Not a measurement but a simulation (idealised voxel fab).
This is a process module. Its name is voxel capacitor over wiring.
FYI the section here is cut, 200 nm wide, cells are 5 nm squares.
Reading order for cross-sections: top band down to bottom band. Underlying form: a grid of square cells. Band size: one or more rows of cells. Band: top height; bottom height; in nm. Then, left to right: material with width in nm, for each material. "edge to edge": a single material spanning edge to edge. "air": empty space. Heights from 0 (as-received wafer is one material below). Bottom band endless downward, as "0 and below". Think of "30->40" as a width that walks from the first number to the second as you go down the band, top row to bottom row, taking equal-sized steps from row to row. You'll sometimes find "no change" written for a step, and that's the way of saying that nowhere in the cross-section did a cell change during that step. If an empty space has no open way to the top and is at least 8 cells in size, "Cavities, sealed" lists it, written width x height at distance, where distance is measured from the left edge and every value is in nm. Step line, after settings: the simulator's comment on this step. Among the settings permitted on a step's line is "overlay nm"; applied to a step with a mask, it specifies the extent to which the mask lay to the right of its planned position, whereas a negative figure signifies a position to the left.

This section lists the process steps that were planned:
step 1: op RECEIVE | material Si
step 2: op CONFORMAL_DEP | material SiO2 | thk nm 15
step 3: op DIRECTIONAL_DEP | material TiN | thk nm 5
step 4: op DIRECTIONAL_DEP | material Ru | thk nm 25
step 5: op PATTERN | tone cover | mask id METAL_1 | material resist | width nm 25 | pitch nm 85 | thk nm 20 | overlay nm 0
step 6: op DIRECTIONAL_ETCH | etch materials Ru | depth nm 25
step 7: op DIRECTIONAL_ETCH | etch materials TiN | depth nm 5
step 8: op STRIP | etch materials resist
step 9: op FILL_DEP | material SiO2 | thk nm 10
step 10: op CMP | height nm 45
step 11: op CONFORMAL_DEP | material SiCN | thk nm 5
step 12: op DIRECTIONAL_DEP | material lowk | thk nm 20
step 13: op MASKED_ETCH | tone open | mask id PLUG_1 | width nm 15 | etch materials lowk | depth nm 20 | overlay nm 0
step 14: op MASKED_ETCH | tone open | mask id PLUG_1 | width nm 15 | etch materials SiCN | depth nm 5 | overlay nm 0
step 15: op EPI | material Ru | thk nm 10
step 16: op EPI | material Ru | thk nm 10
step 17: op EPI | material Ru | thk nm 5
step 18: op DIRECTIONAL_DEP | material TiN | thk nm 10
step 19: op DIRECTIONAL_DEP | material HfO2 | thk nm 5
step 20: op DIRECTIONAL_DEP | material TiN | thk nm 10
step 21: op DIRECTIONAL_DEP | material aC | thk nm 10
step 22: op PATTERN | tone cover | mask id UPPER_PLATE | material resist | width nm 65 | thk nm 30 | overlay nm 0
step 23: op DIRECTIONAL_ETCH | etch materials aC | depth nm 10
step 24: op STRIP | etch materials resist
step 25: op DIRECTIONAL_ETCH | etch materials TiN | depth nm 10
step 26: op DIRECTIONAL_ETCH | etch materials HfO2 | depth nm 5
step 27: op STRIP | etch materials aC
step 28: op DIRECTIONAL_DEP | material aC | thk nm 15
step 29: op PATTERN | tone cover | mask id LOWER_PLATE | material resist | width nm 75 | thk nm 35 | overlay nm 0
step 30: op DIRECTIONAL_ETCH | etch materials aC | depth nm 15
step 31: op STRIP | etch materials resist
step 32: op DIRECTIONAL_ETCH | etch materials TiN | depth nm 10
step 33: op STRIP | etch materials aC
step 34: op FILL_DEP | material SiO2 | thk nm 20
step 35: op CMP | height nm 110
step 36: op PATTERN | tone open | mask id PLUG_2 | material resist | width nm 15 | thk nm 15 | overlay nm 0
step 37: op DIRECTIONAL_ETCH | etch materials SiO2 | depth nm 15
step 38: op STRIP | etch materials resist
step 39: op CONFORMAL_DEP | material TiN | thk nm 5
step 40: op FILL_DEP | material Ru | thk nm 10
step 41: op CMP | height nm 110
step 42: op CONFORMAL_DEP | material SiN | thk nm 5

Of two wafers, the first: run according to plan:

Cross-section of the incoming wafer, state after step 1:
> 0 and below: Si edge to edge
> Cavities, sealed: none

Cross-section of the wafer after step 2:
> 15 down to 0: SiO2 edge to edge
> Below 0, the layers are the same as they were.

Cross-section of the wafer after step 3:
> 20 down to 15: TiN edge to edge
> Below 15, the layers are the same as they were.

Cross-section of the wafer after step 4:
> 45 down to 20: Ru edge to edge
> Below 20, the layers are the same as they were.

Cross-section of the wafer after step 5:
> 65 down to 45: 45 nm air | 25 nm resist | 60 nm air | 25 nm resist | 45 nm air
> Below 45, the layers are the same as they were.

Cross-section of the wafer after step 6:
> 65 down to 45: 45 nm air | 25 nm resist | 60 nm air | 25 nm resist | 45 nm air
> 45 down to 20: 45 nm air | 25 nm Ru | 60 nm air | 25 nm Ru | 45 nm air
> Below 20, the layers are the same as they were.

Cross-section of the wafer after step 7:
> 65 down to 45: 45 nm air | 25 nm resist | 60 nm air | 25 nm resist | 45 nm air
> 45 down to 20: 45 nm air | 25 nm Ru | 60 nm air | 25 nm Ru | 45 nm air
> 20 down to 15: 45 nm air | 25 nm TiN | 60 nm air | 25 nm TiN | 45 nm air
> Below 15, the layers are the same as they were.

Cross-section of the wafer after step 8:
> 45 down to 20: 45 nm air | 25 nm Ru | 60 nm air | 25 nm Ru | 45 nm air
> Below 20, the layers are the same as they were.

Cross-section of the wafer after step 9:
> 55 down to 45: SiO2 edge to edge
> 45 down to 20: 45 nm SiO2 | 25 nm Ru | 60 nm SiO2 | 25 nm Ru | 45 nm SiO2
> 20 down to 15: 45 nm SiO2 | 25 nm TiN | 60 nm SiO2 | 25 nm TiN | 45 nm SiO2
> Below 15, the layers are the same as they were.

Cross-section of the wafer after step 10:
> 45 down to 20: 45 nm SiO2 | 25 nm Ru | 60 nm SiO2 | 25 nm Ru | 45 nm SiO2
> Below 20, the layers are the same as they were.

Cross-section of the wafer after step 11:
> 50 down to 45: SiCN edge to edge
> Below 45, the layers are the same as they were.

Cross-section of the wafer after step 12:
> 70 down to 50: lowk edge to edge
> Below 50, the layers are the same as they were.

Cross-section of the wafer after step 13:
> 70 down to 50: 55 nm lowk | 15 nm air | 130 nm lowk
> Below 50, the layers are the same as they were.

Cross-section of the wafer after step 14:
> 70 down to 50: 55 nm lowk | 15 nm air | 130 nm lowk
> 50 down to 45: 55 nm SiCN | 15 nm air | 130 nm SiCN
> Below 45, the layers are the same as they were.

Cross-section of the wafer after step 15:
> 70 down to 55: 55 nm lowk | 15 nm air | 130 nm lowk
> 55 down to 50: 55 nm lowk | 15 nm Ru | 130 nm lowk
> 50 down to 45: 55 nm SiCN | 15 nm Ru | 130 nm SiCN
> Below 45, the layers are the same as they were.

Cross-section of the wafer after step 16:
> 70 down to 65: 55 nm lowk | 15 nm air | 130 nm lowk
> 65 down to 50: 55 nm lowk | 15 nm Ru | 130 nm lowk
> Below 50, the layers are the same as they were.

Cross-section of the wafer after step 17:
> 70 down to 50: 55 nm lowk | 15 nm Ru | 130 nm lowk
> Below 50, the layers are the same as they were.

Cross-section of the wafer after step 18:
> 80 down to 70: TiN edge to edge
> Below 70, the layers are the same as they were.

Cross-section of the wafer after step 19:
> 85 down to 80: HfO2 edge to edge
> Below 80, the layers are the same as they were.

Cross-section of the wafer after step 20:
> 95 down to 85: TiN edge to edge
> Below 85, the layers are the same as they were.

Cross-section of the wafer after step 21:
> 105 down to 95: aC edge to edge
> Below 95, the layers are the same as they were.

Cross-section of the wafer after step 22:
> 135 down to 105: 55 nm air | 65 nm resist | 80 nm air
> Below 105, the layers are the same as they were.

Cross-section of the wafer after step 23:
> 125 down to 105: 55 nm air | 65 nm resist | 80 nm air
> 105 down to 95: 55 nm air | 65 nm aC | 80 nm air
> Below 95, the layers are the same as they were.

Cross-section of the wafer after step 24:
> 105 down to 95: 55 nm air | 65 nm aC | 80 nm air
> Below 95, the layers are the same as they were.

Cross-section of the wafer after step 25:
> 105 down to 95: 55 nm air | 65 nm aC | 80 nm air
> 95 down to 85: 55 nm air | 65 nm TiN | 80 nm air
> Below 85, the layers are the same as they were.

Cross-section of the wafer after step 26:
> 105 down to 95: 55 nm air | 65 nm aC | 80 nm air
> 95 down to 85: 55 nm air | 65 nm TiN | 80 nm air
> 85 down to 80: 55 nm air | 65 nm HfO2 | 80 nm air
> Below 80, the layers are the same as they were.

Cross-section of the wafer after step 27:
> 95 down to 85: 55 nm air | 65 nm TiN | 80 nm air
> Below 85, the layers are the same as they were.

Cross-section of the wafer after step 28:
> 110 down to 95: 55 nm air | 65 nm aC | 80 nm air
> 95 down to 85: 55 nm aC | 65 nm TiN | 80 nm aC
> 85 down to 80: 55 nm aC | 65 nm HfO2 | 80 nm aC
> Below 80, the layers are the same as they were.

Cross-section of the wafer after step 29:
> 145 down to 110: 50 nm air | 75 nm resist | 75 nm air
> 110 down to 95: 50 nm air | 5 nm resist | 65 nm aC | 5 nm resist | 75 nm air
> Below 95, the layers are the same as they were.

Cross-section of the wafer after step 30:
> 130 down to 110: 50 nm air | 75 nm resist | 75 nm air
> 110 down to 95: 50 nm air | 5 nm resist | 65 nm aC | 5 nm resist | 75 nm air
> 95 down to 85: 50 nm air | 5 nm aC | 65 nm TiN | 5 nm aC | 75 nm air
> 85 down to 80: 50 nm air | 5 nm aC | 65 nm HfO2 | 5 nm aC | 75 nm air
> Below 80, the layers are the same as they were.

Cross-section of the wafer after step 31:
> 110 down to 95: 55 nm air | 65 nm aC | 80 nm air
> Below 95, the layers are the same as they were.

Cross-section of the wafer after step 32:
> 110 down to 95: 55 nm air | 65 nm aC | 80 nm air
> 95 down to 85: 50 nm air | 5 nm aC | 65 nm TiN | 5 nm aC | 75 nm air
> 85 down to 80: 50 nm air | 5 nm aC | 65 nm HfO2 | 5 nm aC | 75 nm air
> 80 down to 70: 50 nm air | 75 nm TiN | 75 nm air
> Below 70, the layers are the same as they were.

Cross-section of the wafer after step 33:
> 95 down to 85: 55 nm air | 65 nm TiN | 80 nm air
> 85 down to 80: 55 nm air | 65 nm HfO2 | 80 nm air
> Below 80, the layers are the same as they were.

Cross-section of the wafer after step 34:
> 115 down to 95: SiO2 edge to edge
> 95 down to 85: 55 nm SiO2 | 65 nm TiN | 80 nm SiO2
> 85 down to 80: 55 nm SiO2 | 65 nm HfO2 | 80 nm SiO2
> 80 down to 70: 50 nm SiO2 | 75 nm TiN | 75 nm SiO2
> Below 70, the layers are the same as they were.

Cross-section of the wafer after step 35:
> 110 down to 95: SiO2 edge to edge
> Below 95, the layers are the same as they were.

Cross-section of the wafer after step 36:
> 125 down to 110: 65 nm resist | 15 nm air | 120 nm resist
> Below 110, the layers are the same as they were.

Cross-section of the wafer after step 37:
> 125 down to 110: 65 nm resist | 15 nm air | 120 nm resist
> 110 down to 95: 65 nm SiO2 | 15 nm air | 120 nm SiO2
> Below 95, the layers are the same as they were.

Cross-section of the wafer after step 38:
> 110 down to 95: 65 nm SiO2 | 15 nm air | 120 nm SiO2
> Below 95, the layers are the same as they were.

Cross-section of the wafer after step 39:
> 115 down to 110: 70 nm TiN | 5 nm air | 125 nm TiN
> 110 down to 100: 65 nm SiO2 | 5 nm TiN | 5 nm air | 5 nm TiN | 120 nm SiO2
> 100 down to 95: 65 nm SiO2 | 15 nm TiN | 120 nm SiO2
> Below 95, the layers are the same as they were.

Cross-section of the wafer after step 40:
> 125 down to 115: Ru edge to edge
> 115 down to 110: 70 nm TiN | 5 nm Ru | 125 nm TiN
> 110 down to 100: 65 nm SiO2 | 5 nm TiN | 5 nm Ru | 5 nm TiN | 120 nm SiO2
> Below 100, the layers are the same as they were.

Cross-section of the wafer after step 41:
> 110 down to 100: 65 nm SiO2 | 5 nm TiN | 5 nm Ru | 5 nm TiN | 120 nm SiO2
> Below 100, the layers are the same as they were.

Cross-section of the wafer after step 42:
> 115 down to 110: SiN edge to edge
> Below 110, the layers are the same as they were.

The remaining wafer, second of the two, started like the first and was run to the same plan, except that one mistake was made along the way; the two coincide through step 21, inclusive:

Cross-section of the second wafer at the time step 22 of the plan should have ended:
> 135 down to 105: 55 nm resist | 65 nm air | 80 nm resist
> Below 105, the layers are the same as they were.

Cross-section of the second wafer at the time step 23 of the plan should have ended:
> 125 down to 105: 55 nm resist | 65 nm air | 80 nm resist
> 105 down to 95: 55 nm aC | 65 nm air | 80 nm aC
> Below 95, the layers are the same as they were.

Cross-section of the second wafer at the time step 24 of the plan should have ended:
> 105 down to 95: 55 nm aC | 65 nm air | 80 nm aC
> Below 95, the layers are the same as they were.

Cross-section of the second wafer at the time step 25 of the plan should have ended:
> 105 down to 95: 55 nm aC | 65 nm air | 80 nm aC
> 95 down to 85: 55 nm TiN | 65 nm air | 80 nm TiN
> Below 85, the layers are the same as they were.

Cross-section of the second wafer at the time step 26 of the plan should have ended:
> 105 down to 95: 55 nm aC | 65 nm air | 80 nm aC
> 95 down to 85: 55 nm TiN | 65 nm air | 80 nm TiN
> 85 down to 80: 55 nm HfO2 | 65 nm air | 80 nm HfO2
> Below 80, the layers are the same as they were.

Cross-section of the second wafer at the time step 27 of the plan should have ended:
> 95 down to 85: 55 nm TiN | 65 nm air | 80 nm TiN
> Below 85, the layers are the same as they were.

Cross-section of the second wafer at the time step 28 of the plan should have ended:
> 110 down to 95: 55 nm aC | 65 nm air | 80 nm aC
> 95 down to 85: 55 nm TiN | 65 nm aC | 80 nm TiN
> 85 down to 80: 55 nm HfO2 | 65 nm aC | 80 nm HfO2
> Below 80, the layers are the same as they were.

Cross-section of the second wafer at the time step 29 of the plan should have ended:
> 145 down to 110: 50 nm air | 75 nm resist | 75 nm air
> 110 down to 95: 55 nm aC | 65 nm resist | 80 nm aC
> Below 95, the layers are the same as they were.

Cross-section of the second wafer at the time step 30 of the plan should have ended:
> 130 down to 110: 50 nm air | 75 nm resist | 75 nm air
> 110 down to 95: 50 nm air | 5 nm aC | 65 nm resist | 5 nm aC | 75 nm air
> Below 95, the layers are the same as they were.

Cross-section of the second wafer at the time step 31 of the plan should have ended:
> 110 down to 95: 50 nm air | 5 nm aC | 65 nm air | 5 nm aC | 75 nm air
> Below 95, the layers are the same as they were.

Cross-section of the second wafer at the time step 32 of the plan should have ended:
> 110 down to 95: 50 nm air | 5 nm aC | 65 nm air | 5 nm aC | 75 nm air
> 95 down to 85: 50 nm air | 5 nm TiN | 65 nm aC | 5 nm TiN | 75 nm air
> Below 85, the layers are the same as they were.

Cross-section of the second wafer at the time step 33 of the plan should have ended:
> 95 down to 85: 50 nm air | 5 nm TiN | 65 nm air | 5 nm TiN | 75 nm air
> 85 down to 80: 55 nm HfO2 | 65 nm air | 80 nm HfO2
> Below 80, the layers are the same as they were.

Cross-section of the second wafer at the time step 34 of the plan should have ended:
> 115 down to 95: SiO2 edge to edge
> 95 down to 85: 50 nm SiO2 | 5 nm TiN | 65 nm SiO2 | 5 nm TiN | 75 nm SiO2
> 85 down to 80: 55 nm HfO2 | 65 nm SiO2 | 80 nm HfO2
> Below 80, the layers are the same as they were.

Cross-section of the second wafer at the time step 35 of the plan should have ended:
> 110 down to 95: SiO2 edge to edge
> Below 95, the layers are the same as they were.

Cross-section of the second wafer at the time step 36 of the plan should have ended:
> 125 down to 110: 65 nm resist | 15 nm air | 120 nm resist
> Below 110, the layers are the same as they were.

Cross-section of the second wafer at the time step 37 of the plan should have ended:
> 125 down to 110: 65 nm resist | 15 nm air | 120 nm resist
> 110 down to 95: 65 nm SiO2 | 15 nm air | 120 nm SiO2
> Below 95, the layers are the same as they were.

Cross-section of the second wafer at the time step 38 of the plan should have ended:
> 110 down to 95: 65 nm SiO2 | 15 nm air | 120 nm SiO2
> Below 95, the layers are the same as they were.

Cross-section of the second wafer at the time step 39 of the plan should have ended:
> 115 down to 110: 70 nm TiN | 5 nm air | 125 nm TiN
> 110 down to 100: 65 nm SiO2 | 5 nm TiN | 5 nm air | 5 nm TiN | 120 nm SiO2
> 100 down to 95: 65 nm SiO2 | 15 nm TiN | 120 nm SiO2
> Below 95, the layers are the same as they were.

Cross-section of the second wafer at the time step 40 of the plan should have ended:
> 125 down to 115: Ru edge to edge
> 115 down to 110: 70 nm TiN | 5 nm Ru | 125 nm TiN
> 110 down to 100: 65 nm SiO2 | 5 nm TiN | 5 nm Ru | 5 nm TiN | 120 nm SiO2
> Below 100, the layers are the same as they were.

Cross-section of the second wafer at the time step 41 of the plan should have ended:
> 110 down to 100: 65 nm SiO2 | 5 nm TiN | 5 nm Ru | 5 nm TiN | 120 nm SiO2
> Below 100, the layers are the same as they were.

Cross-section of the second wafer at the time step 42 of the plan should have ended:
> 115 down to 110: SiN edge to edge
> Below 110, the layers are the same as they were.
Nonconformance to the process plan: step 22 did not use the planned setting and instead ran as op PATTERN | tone open | mask id UPPER_PLATE | material resist | width nm 65 | thk nm 30 | overlay nm 0
Wrapping up, a cell-based count of both wafers puts the second over or under the first for these materials: HfO2: 14 more; SiO2: 42 fewer; TiN: 28 more
